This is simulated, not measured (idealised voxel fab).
The process module presented herein is designated voxel wiring stack.
Cross-sectional view cut (width: 220 nm; square cell size: 5 nm).
When this document writes out a cross-section, it uses a grid of square cells and lists it as bands, beginning at the top and moving down, with a band standing for one or more rows of cells. Heads up on the band format: heights come first, top then bottom, in nm. After that it's the materials left to right, each with its width in nm. A single material flagged "full width" fills the whole band edge to edge, and "empty" means there's empty space there. Basically, 0 is our baseline, since under it the wafer straight out of the box is all one material. The bottom band has no lower end and keeps on going down, so it looks like "from 0 down". Quick explanation for "30->40": the width changes in equal steps down the rows of cells, from the first number in the band's top row to the second number in its bottom row. The designation "no alteration", where it is given for a processing step, indicates that no cell of the cross-section was altered in the course of that step. This entry, "Unvented voids", enumerates those empty regions of no fewer than 8 cells that possess no open connection to the top. Each region is reported in the form width x height at distance, the distance being taken from the left edge, with all three quantities expressed in nm. Heads up: the bit after the settings on a step's line is the simulator's remark on that step. overlay nm: how far to the right of its planned place the mask lay on this masked step (negative: to the left).

### The following list gives the planned process steps
step 1: RECEIVE [material Si]
step 2: CONFORMAL_DEP [material SiO2] [thk nm 15]
step 3: CONFORMAL_DEP [material SiCN] [thk nm 5]
step 4: DIRECTIONAL_DEP [material lowk] [thk nm 15]
step 5: PATTERN [tone open] [mask id METAL_1] [material resist] [width nm 25] [pitch nm 45] [thk nm 15] [overlay nm 0]
step 6: DIRECTIONAL_ETCH [etch materials lowk] [depth nm 15]
step 7: DIRECTIONAL_ETCH [etch materials SiCN] [depth nm 5]
step 8: STRIP [etch materials resist]
step 9: CONFORMAL_DEP [material TiN] [thk nm 5]
step 10: FILL_DEP [material Cu] [thk nm 10]
step 11: CMP [height nm 35]
step 12: EPI [material Ru] [thk nm 5]
step 13: FILL_DEP [material SiCN] [thk nm 5]
step 14: DIRECTIONAL_DEP [material lowk] [thk nm 20]
step 15: PATTERN [tone open] [mask id PLUG_1] [material resist] [width nm 15] [thk nm 20] [overlay nm 0]
step 16: DIRECTIONAL_ETCH [etch materials lowk] [depth nm 20]
step 17: DIRECTIONAL_ETCH [etch materials SiCN] [depth nm 5]
step 18: STRIP [etch materials resist]
step 19: CONFORMAL_DEP [material TiN] [thk nm 5]
step 20: FILL_DEP [material Cu] [thk nm 10]
step 21: CMP [height nm 65]
step 22: CONFORMAL_DEP [material SiCN] [thk nm 5]
step 23: DIRECTIONAL_DEP [material lowk] [thk nm 20]
step 24: PATTERN [tone open] [mask id METAL_2] [material resist] [width nm 25] [pitch nm 45] [thk nm 15] [overlay nm 0]
step 25: DIRECTIONAL_ETCH [etch materials lowk] [depth nm 20]
step 26: DIRECTIONAL_ETCH [etch materials SiCN] [depth nm 5]
step 27: STRIP [etch materials resist]
step 28: CONFORMAL_DEP [material TiN] [thk nm 5]
step 29: FILL_DEP [material Cu] [thk nm 5]
step 30: CMP [height nm 90]
step 31: EPI [material Ru] [thk nm 5]
step 32: FILL_DEP [material SiCN] [thk nm 5]
step 33: DIRECTIONAL_DEP [material SiO2] [thk nm 30]
step 34: PATTERN [tone open] [mask id METAL_3_HOLES] [material resist] [width nm 15] [thk nm 20] [overlay nm 0]
step 35: DIRECTIONAL_ETCH [etch materials SiO2] [depth nm 30]
step 36: STRIP [etch materials resist]
step 37: PATTERN [tone open] [mask id METAL_3] [material resist] [width nm 25] [pitch nm 45] [thk nm 20] [overlay nm 0]
step 38: DIRECTIONAL_ETCH [etch materials SiO2] [depth nm 15]
step 39: DIRECTIONAL_ETCH [etch materials SiCN] [depth nm 5]
step 40: STRIP [etch materials resist]
step 41: CONFORMAL_DEP [material TiN] [thk nm 5]
step 42: FILL_DEP [material Cu] [thk nm 10]
step 43: CMP [height nm 130]
step 44: CONFORMAL_DEP [material SiCN] [thk nm 5]
step 45: DIRECTIONAL_DEP [material lowk] [thk nm 30]
step 46: PATTERN [tone open] [mask id METAL_4] [material resist] [width nm 25] [pitch nm 45] [thk nm 15] [overlay nm 0]
step 47: DIRECTIONAL_ETCH [etch materials lowk] [depth nm 15]
step 48: STRIP [etch materials resist]
step 49: PATTERN [tone open] [mask id METAL_4_HOLES] [material resist] [width nm 15] [pitch nm 45] [thk nm 15] [overlay nm 0]
step 50: DIRECTIONAL_ETCH [etch materials lowk] [depth nm 15]
step 51: DIRECTIONAL_ETCH [etch materials SiCN] [depth nm 5]
step 52: STRIP [etch materials resist]
step 53: CONFORMAL_DEP [material TiN] [thk nm 5]
step 54: FILL_DEP [material Cu] [thk nm 5]
step 55: CMP [height nm 165]
step 56: CONFORMAL_DEP [material SiCN] [thk nm 5]

### As-received wafer cross-section (after step 1)
from 0 down | Si full width
Unvented voids: none

### Final wafer profile in cross-section after the module, from the same start and plan as above, with one mistake made during processing
from 170 to 165 | SiCN full width
from 165 to 155 | lowk 75 | TiN 5 | Cu 15 | TiN 5 | lowk 20 | TiN 5 | Cu 15 | TiN 5 | lowk 75
from 155 to 150 | lowk 75 | TiN 5 | Cu 5 | TiN 15 | lowk 20 | TiN 5 | Cu 5 | TiN 15 | lowk 75
from 150 to 135 | lowk 75 | TiN 5 | Cu 5 | TiN 5 | lowk 30 | TiN 5 | Cu 5 | TiN 5 | lowk 85
from 135 to 130 | SiCN 75 | TiN 15 | SiCN 30 | TiN 15 | SiCN 85
from 130 to 120 | SiO2 75 | TiN 5 | Cu 15 | TiN 5 | SiO2 20 | TiN 5 | Cu 15 | TiN 5 | SiO2 75
from 120 to 115 | SiO2 75 | TiN 5 | Cu 5 | TiN 15 | SiO2 20 | TiN 25 | SiO2 75
from 115 to 100 | SiO2 75 | TiN 5 | Cu 5 | TiN 5 | SiO2 130
from 100 to 95 | SiCN 75 | TiN 15 | SiCN 130
from 95 to 90 | SiCN 70 | Ru 35 | SiCN 10 | Ru 35 | SiCN 70
from 90 to 70 | lowk 75 | TiN 5 | Cu 15 | TiN 5 | lowk 20 | TiN 5 | Cu 15 | TiN 5 | lowk 75
from 70 to 65 | SiCN 75 | TiN 25 | SiCN 20 | TiN 25 | SiCN 75
from 65 to 45 | lowk 75 | TiN 5 | Cu 5 | TiN 5 | lowk 130
from 45 to 40 | SiCN 75 | TiN 15 | SiCN 130
from 40 to 35 | SiCN 70 | Ru 35 | SiCN 10 | Ru 35 | SiCN 70
from 35 to 30 | SiCN 75 | TiN 25 | SiCN 20 | TiN 25 | SiCN 75
from 30 to 0 | SiO2 full width
from 0 down | Si full width
Unvented voids: none
Which mistake was made when the wafer was run? step 2, plan: ran twice
